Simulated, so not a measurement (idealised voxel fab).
Herein follows the process module entitled voxel transistor to metal.
Cross-section cut spans 190 nm and uses square cells 5 nm in size.
How to read a cross-section here: the picture is a grid of square cells, written as bands going from the top down, and any band can span one or more rows of cells. Top height, bottom height, nm. Materials left to right, width each, nm. Single material + "throughout" = fills band edge to edge. "air" = empty. Heads up on the height convention: 0 is the point under which the incoming wafer is all one material, and the lowest band has no bottom, it just keeps going down, like "0 -> down". Note: "30..40" means the width goes from the first number (top row of the band) to the second number (bottom row) in equal steps per row of cells. No cell of the cross-section changed in a step that is given as "identical to before". Look at "Closed void entries" for the closed voids: empty spaces with no open path to the top, sized 8 cells or up. Each is width x height at distance, distance from the left edge, all nm. Where a step's line continues beyond its settings, the continuation is a remark by the simulator itself on that step. The "overlay nm" setting may appear on a step's line; for a step that uses a mask, it gives how far to the right of its planned position the mask lay, and a negative value indicates the left.

STEPS PLANNED FOR THE PROCESS
| 1 | RECEIVE, material Si |
| 2 | OXIDIZE, depth nm 5 |
| 3 | CONFORMAL_DEP, material SiN, thk nm 15 |
| 4 | PATTERN, tone cover, mask id ACTIVE, material resist, width nm 115, thk nm 20, overlay nm 0 |
| 5 | DIRECTIONAL_ETCH, etch materials SiN, depth nm 15 |
| 6 | DIRECTIONAL_ETCH, etch materials SiO2, depth nm 5 |
| 7 | DIRECTIONAL_ETCH, etch materials Si, depth nm 30 |
| 8 | STRIP, etch materials resist |
| 9 | OXIDIZE, depth nm 5 |
| 10 | FILL_DEP, material SiO2, thk nm 15 |
| 11 | CMP, height nm 15 |
| 12 | SELECTIVE_ETCH, etch materials SiO2, depth nm 15 |
| 13 | STRIP, etch materials SiN |
| 14 | SELECTIVE_ETCH, etch materials SiO2, depth nm 5 |
| 15 | OXIDIZE, depth nm 5 |
| 16 | DIRECTIONAL_DEP, material polySi, thk nm 20 |
| 17 | DIRECTIONAL_DEP, material SiCN, thk nm 15 |
| 18 | DIRECTIONAL_DEP, material aC, thk nm 15 |
| 19 | PATTERN, tone cover, mask id GATE, material resist, width nm 35, thk nm 35, overlay nm 0 |
| 20 | DIRECTIONAL_ETCH, etch materials aC, depth nm 15 |
| 21 | STRIP, etch materials resist |
| 22 | DIRECTIONAL_ETCH, etch materials SiCN, depth nm 25 |
| 23 | DIRECTIONAL_ETCH, etch materials polySi, depth nm 30 |
| 24 | STRIP, etch materials aC |
| 25 | CONFORMAL_DEP, material SiN, thk nm 10 |
| 26 | DIRECTIONAL_ETCH, etch materials SiN, depth nm 10 |
| 27 | DIRECTIONAL_ETCH, etch materials SiO2, depth nm 5 |
| 28 | DIRECTIONAL_ETCH, etch materials Si, depth nm 15 |
| 29 | EPI, material SiGe, thk nm 15 |
| 30 | FILL_DEP, material SiO2, thk nm 5 |
| 31 | CMP, height nm 15 |
| 32 | STRIP, etch materials polySi |
| 33 | SELECTIVE_ETCH, etch materials SiO2, depth nm 5 |
| 34 | CONFORMAL_DEP, material HfO2, thk nm 5 |
| 35 | CONFORMAL_DEP, material TiN, thk nm 5 |
| 36 | FILL_DEP, material W, thk nm 10 |
| 37 | CMP, height nm 10 |
| 38 | DIRECTIONAL_DEP, material SiO2, thk nm 10 |
| 39 | DIRECTIONAL_DEP, material aC, thk nm 15 |
| 40 | PATTERN, tone open, mask id CONTACT, material resist, width nm 15, pitch nm 80, thk nm 30, overlay nm 0 |
| 41 | DIRECTIONAL_ETCH, etch materials aC, depth nm 15 |
| 42 | STRIP, etch materials resist |
| 43 | DIRECTIONAL_ETCH, etch materials SiO2, depth nm 30 |
| 44 | STRIP, etch materials aC |
| 45 | CONFORMAL_DEP, material TiN, thk nm 5 |
| 46 | FILL_DEP, material Ru, thk nm 5 |
| 47 | CMP, height nm 20 |
| 48 | CONFORMAL_DEP, material SiCN, thk nm 5 |
| 49 | DIRECTIONAL_DEP, material SiO2, thk nm 25 |
| 50 | MASKED_ETCH, tone open, mask id METAL_1, width nm 15, pitch nm 80, etch materials SiO2, depth nm 25, overlay nm 0 |
| 51 | MASKED_ETCH, tone open, mask id METAL_1, width nm 15, pitch nm 80, etch materials SiCN, depth nm 5, overlay nm 0 |
| 52 | CONFORMAL_DEP, material TiN, thk nm 5 |
| 53 | FILL_DEP, material Cu, thk nm 10 |
| 54 | CMP, height nm 50 |
| 55 | CONFORMAL_DEP, material SiCN, thk nm 5 |

CROSS-SECTION OF THE INCOMING WAFER, STATE AFTER STEP 1
    0 -> down  Si throughout
    Closed void entries: none

RUN AS PLANNED - FIRST OF THE TWO WAFERS CROSS-SECTIONED AT THE END OF THE MODULE
    55 -> 50  SiCN throughout
    50 -> 25  SiO2 45 nm; TiN 5 nm; Cu 5 nm; TiN 5 nm; SiO2 65 nm; TiN 5 nm; Cu 5 nm; TiN 5 nm; SiO2 50 nm
    25 -> 20  SiCN 45 nm; TiN 15 nm; SiCN 65 nm; TiN 15 nm; SiCN 50 nm
    20 -> 10  SiO2 45 nm; TiN 5 nm; Ru 5 nm; TiN 5 nm; SiO2 65 nm; TiN 5 nm; Ru 5 nm; TiN 5 nm; SiO2 50 nm
    10 -> 5  SiO2 45 nm; TiN 15 nm; SiO2 5 nm; SiN 10 nm; HfO2 5 nm; TiN 5 nm; W 15 nm; TiN 5 nm; HfO2 5 nm; SiN 10 nm; SiO2 5 nm; TiN 15 nm; SiO2 50 nm
    5 -> 0  SiO2 45 nm; TiN 5 nm; SiGe 15 nm; SiN 10 nm; HfO2 5 nm; TiN 5 nm; W 15 nm; TiN 5 nm; HfO2 5 nm; SiN 10 nm; SiGe 15 nm; TiN 5 nm; SiO2 50 nm
    0 -> -5  SiO2 45 nm; TiN 5 nm; SiGe 15 nm; SiN 10 nm; HfO2 5 nm; TiN 25 nm; HfO2 5 nm; SiN 10 nm; SiGe 15 nm; TiN 5 nm; SiO2 50 nm
    -5 -> -10  SiO2 45 nm; TiN 5 nm; SiGe 15 nm; SiO2 5 nm; HfO2 45 nm; SiO2 5 nm; SiGe 15 nm; TiN 5 nm; SiO2 50 nm
    -10 -> -25  SiO2 40 nm; SiGe 25 nm; Si 55 nm; SiGe 25 nm; SiO2 45 nm
    -25 -> -40  SiO2 40 nm; Si 105 nm; SiO2 45 nm
    -40 -> down  Si throughout
    Closed void entries: none

SECOND OF TWO WAFERS, MODULE COMPLETE, SECTIONED: IT SHARES THE FIRST WAFER'S START AND PLAN BUT WAS RUN WITH ONE MISTAKE
    55 -> 50  SiCN throughout
    50 -> 25  SiO2 45 nm; TiN 5 nm; Cu 5 nm; TiN 5 nm; SiO2 65 nm; TiN 5 nm; Cu 5 nm; TiN 5 nm; SiO2 50 nm
    25 -> 20  SiCN 45 nm; TiN 15 nm; SiCN 65 nm; TiN 15 nm; SiCN 50 nm
    20 -> 10  SiO2 45 nm; TiN 5 nm; Ru 5 nm; TiN 5 nm; SiO2 65 nm; TiN 5 nm; Ru 5 nm; TiN 5 nm; SiO2 50 nm
    10 -> 5  SiO2 45 nm; TiN 15 nm; SiO2 5 nm; SiN 10 nm; TiN 5 nm; HfO2 5 nm; W 15 nm; HfO2 5 nm; TiN 5 nm; SiN 10 nm; SiO2 5 nm; TiN 15 nm; SiO2 50 nm
    5 -> 0  SiO2 45 nm; TiN 5 nm; SiGe 15 nm; SiN 10 nm; TiN 5 nm; HfO2 5 nm; W 15 nm; HfO2 5 nm; TiN 5 nm; SiN 10 nm; SiGe 15 nm; TiN 5 nm; SiO2 50 nm
    0 -> -5  SiO2 45 nm; TiN 5 nm; SiGe 15 nm; SiN 10 nm; TiN 5 nm; HfO2 25 nm; TiN 5 nm; SiN 10 nm; SiGe 15 nm; TiN 5 nm; SiO2 50 nm
    -5 -> -10  SiO2 45 nm; TiN 5 nm; SiGe 15 nm; SiO2 5 nm; TiN 45 nm; SiO2 5 nm; SiGe 15 nm; TiN 5 nm; SiO2 50 nm
    -10 -> -25  SiO2 40 nm; SiGe 25 nm; Si 55 nm; SiGe 25 nm; SiO2 45 nm
    -25 -> -40  SiO2 40 nm; Si 105 nm; SiO2 45 nm
    -40 -> down  Si throughout
    Closed void entries: none
Plan not followed: deviation from plan: step 35 and step 34 executed in one another's positions
Looking at both finished wafers in cells, the second ends up ahead of or behind the first on some materials: -6 HfO2 | +6 TiN
